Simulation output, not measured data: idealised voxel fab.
You're looking at the process module voxel air gaps.
In the cross-section labelled cut, the width is 235 nm and each square cell is 5 nm.
The cross-sections in this document take the form of a grid made of square cells. They are written out as bands, in order from top to bottom. Each band consists of one or more rows of cells. Look at the band entry: it leads with the top's height and the bottom's height in nm. Then it lists the materials left to right, with a width in nm for each. The word "edge to edge" on a single material says that material fills the band edge to edge. The word "empty" is empty space. Height is counted from the level 0, under which the received wafer is composed throughout of one material. The lowest of the bands is not closed at the bottom but continues downward, in the notation "0 -> down". With a width like "30..40", each row of cells in the band differs from the next by the same amount, the top row carrying the first number and the bottom row the second. "no change" -> step changed no cross-section cell. Reported under the label "Fully enclosed voids" are the empty spaces having no open way to the top and comprising 8 cells or more; the notation for each is width x height at distance, in which the distance is measured from the left edge and all three values are in nm. On each step's line, the part that comes after the settings is the simulator's own comment on the step. If you see "overlay nm" on a step's line and that step has a mask, it's telling you how far right of where it was planned the mask ended up; a negative number means it went left instead.
Steps planned for the process:
1. op RECEIVE | material Si
2. op CONFORMAL_DEP | material SiO2 | thk nm 10
3. op CONFORMAL_DEP | material SiN | thk nm 5
4. op DIRECTIONAL_DEP | material SiO2 | thk nm 35
5. op MASKED_ETCH | tone open | mask id LINES | width nm 15 | pitch nm 40 | etch materials SiO2 | depth nm 35 | overlay nm 0
6. op CONFORMAL_DEP | material TiN | thk nm 5
7. op FILL_DEP | material Ru | thk nm 5
8. op CMP | height nm 50
9. op EPI | material Ru | thk nm 10
10. op SELECTIVE_ETCH | etch materials SiO2 | depth nm 45
11. op CONFORMAL_DEP | material SiCN | thk nm 5
First out of two wafers; run went to plan:
Cross-sectional view of the wafer in its as-received condition, corresponding to the state after step 1:
0 -> down = Si edge to edge
Fully enclosed voids: none
After step 2, in cross-section:
10 -> 0 = SiO2 edge to edge
No changes below 0.
After step 3, in cross-section:
15 -> 10 = SiN edge to edge
No changes below 10.
After step 4, in cross-section:
50 -> 15 = SiO2 edge to edge
No changes below 15.
After step 5, in cross-section:
50 -> 15 = SiO2: 50, then empty: 15, then SiO2: 25, then empty: 15, then SiO2: 25, then empty: 15, then SiO2: 25, then empty: 15, then SiO2: 50
No changes below 15.
After step 6, in cross-section:
55 -> 50 = TiN: 55, then empty: 5, then TiN: 35, then empty: 5, then TiN: 35, then empty: 5, then TiN: 35, then empty: 5, then TiN: 55
50 -> 20 = SiO2: 50, then TiN: 5, then empty: 5, then TiN: 5, then SiO2: 25, then TiN: 5, then empty: 5, then TiN: 5, then SiO2: 25, then TiN: 5, then empty: 5, then TiN: 5, then SiO2: 25, then TiN: 5, then empty: 5, then TiN: 5, then SiO2: 50
20 -> 15 = SiO2: 50, then TiN: 15, then SiO2: 25, then TiN: 15, then SiO2: 25, then TiN: 15, then SiO2: 25, then TiN: 15, then SiO2: 50
No changes below 15.
After step 7, in cross-section:
60 -> 55 = Ru edge to edge
55 -> 50 = TiN: 55, then Ru: 5, then TiN: 35, then Ru: 5, then TiN: 35, then Ru: 5, then TiN: 35, then Ru: 5, then TiN: 55
50 -> 20 = SiO2: 50, then TiN: 5, then Ru: 5, then TiN: 5, then SiO2: 25, then TiN: 5, then Ru: 5, then TiN: 5, then SiO2: 25, then TiN: 5, then Ru: 5, then TiN: 5, then SiO2: 25, then TiN: 5, then Ru: 5, then TiN: 5, then SiO2: 50
No changes below 20.
After step 8, in cross-section:
50 -> 20 = SiO2: 50, then TiN: 5, then Ru: 5, then TiN: 5, then SiO2: 25, then TiN: 5, then Ru: 5, then TiN: 5, then SiO2: 25, then TiN: 5, then Ru: 5, then TiN: 5, then SiO2: 25, then TiN: 5, then Ru: 5, then TiN: 5, then SiO2: 50
No changes below 20.
After step 9, in cross-section:
60 -> 50 = empty: 40, then Ru: 35, then empty: 5, then Ru: 35, then empty: 5, then Ru: 35, then empty: 5, then Ru: 35, then empty: 40
No changes below 50.
After step 10, in cross-section:
60 -> 50 = empty: 40, then Ru: 35, then empty: 5, then Ru: 35, then empty: 5, then Ru: 35, then empty: 5, then Ru: 35, then empty: 40
50 -> 20 = empty: 50, then TiN: 5, then Ru: 5, then TiN: 5, then empty: 25, then TiN: 5, then Ru: 5, then TiN: 5, then empty: 25, then TiN: 5, then Ru: 5, then TiN: 5, then empty: 25, then TiN: 5, then Ru: 5, then TiN: 5, then empty: 50
20 -> 15 = empty: 50, then TiN: 15, then empty: 25, then TiN: 15, then empty: 25, then TiN: 15, then empty: 25, then TiN: 15, then empty: 50
No changes below 15.
After step 11, in cross-section:
65 -> 60 = empty: 35, then SiCN: 165, then empty: 35
60 -> 50 = empty: 35, then SiCN: 5, then Ru: 35, then SiCN: 5, then Ru: 35, then SiCN: 5, then Ru: 35, then SiCN: 5, then Ru: 35, then SiCN: 5, then empty: 35
50 -> 45 = empty: 35, then SiCN: 15, then TiN: 5, then Ru: 5, then TiN: 5, then SiCN: 25, then TiN: 5, then Ru: 5, then TiN: 5, then SiCN: 25, then TiN: 5, then Ru: 5, then TiN: 5, then SiCN: 25, then TiN: 5, then Ru: 5, then TiN: 5, then SiCN: 15, then empty: 35
45 -> 20 = empty: 45, then SiCN: 5, then TiN: 5, then Ru: 5, then TiN: 5, then SiCN: 5, then empty: 15, then SiCN: 5, then TiN: 5, then Ru: 5, then TiN: 5, then SiCN: 5, then empty: 15, then SiCN: 5, then TiN: 5, then Ru: 5, then TiN: 5, then SiCN: 5, then empty: 15, then SiCN: 5, then TiN: 5, then Ru: 5, then TiN: 5, then SiCN: 5, then empty: 45
20 -> 15 = SiCN: 50, then TiN: 15, then SiCN: 25, then TiN: 15, then SiCN: 25, then TiN: 15, then SiCN: 25, then TiN: 15, then SiCN: 50
No changes below 15.
Fully enclosed voids: 15 x 25 at 70; 15 x 25 at 110; 15 x 25 at 150
Second wafer, same starting state and plan as the first, one mistake in the run, identical through step 8:
The second wafer in cross-section, at the planned close of step 9:
50 -> 20 = empty: 50, then TiN: 5, then Ru: 5, then TiN: 5, then empty: 25, then TiN: 5, then Ru: 5, then TiN: 5, then empty: 25, then TiN: 5, then Ru: 5, then TiN: 5, then empty: 25, then TiN: 5, then Ru: 5, then TiN: 5, then empty: 50
20 -> 15 = empty: 50, then TiN: 15, then empty: 25, then TiN: 15, then empty: 25, then TiN: 15, then empty: 25, then TiN: 15, then empty: 50
No changes below 15.
The second wafer in cross-section, at the planned close of step 10:
60 -> 50 = empty: 40, then Ru: 35, then empty: 5, then Ru: 35, then empty: 5, then Ru: 35, then empty: 5, then Ru: 35, then empty: 40
50 -> 20 = empty: 40, then Ru: 10, then TiN: 5, then Ru: 5, then TiN: 5, then Ru: 10, then empty: 5, then Ru: 10, then TiN: 5, then Ru: 5, then TiN: 5, then Ru: 10, then empty: 5, then Ru: 10, then TiN: 5, then Ru: 5, then TiN: 5, then Ru: 10, then empty: 5, then Ru: 10, then TiN: 5, then Ru: 5, then TiN: 5, then Ru: 10, then empty: 40
20 -> 15 = empty: 40, then Ru: 10, then TiN: 15, then Ru: 10, then empty: 5, then Ru: 10, then TiN: 15, then Ru: 10, then empty: 5, then Ru: 10, then TiN: 15, then Ru: 10, then empty: 5, then Ru: 10, then TiN: 15, then Ru: 10, then empty: 40
No changes below 15.
The second wafer in cross-section, at the planned close of step 11:
65 -> 60 = empty: 35, then SiCN: 165, then empty: 35
60 -> 50 = empty: 35, then SiCN: 5, then Ru: 35, then SiCN: 5, then Ru: 35, then SiCN: 5, then Ru: 35, then SiCN: 5, then Ru: 35, then SiCN: 5, then empty: 35
50 -> 20 = empty: 35, then SiCN: 5, then Ru: 10, then TiN: 5, then Ru: 5, then TiN: 5, then Ru: 10, then SiCN: 5, then Ru: 10, then TiN: 5, then Ru: 5, then TiN: 5, then Ru: 10, then SiCN: 5, then Ru: 10, then TiN: 5, then Ru: 5, then TiN: 5, then Ru: 10, then SiCN: 5, then Ru: 10, then TiN: 5, then Ru: 5, then TiN: 5, then Ru: 10, then SiCN: 5, then empty: 35
20 -> 15 = SiCN: 40, then Ru: 10, then TiN: 15, then Ru: 10, then SiCN: 5, then Ru: 10, then TiN: 15, then Ru: 10, then SiCN: 5, then Ru: 10, then TiN: 15, then Ru: 10, then SiCN: 5, then Ru: 10, then TiN: 15, then Ru: 10, then SiCN: 40
No changes below 15.
Finding, execution versus plan: deviation from plan: step 10 and step 9 executed in one another's positions
Per the end-of-run cell counts, the second wafer holds more or fewer of some materials than the first: 112 more of Ru, 47 fewer of SiCN
Wafer, first: 3 closed voids at end. Wafer, second: 0.
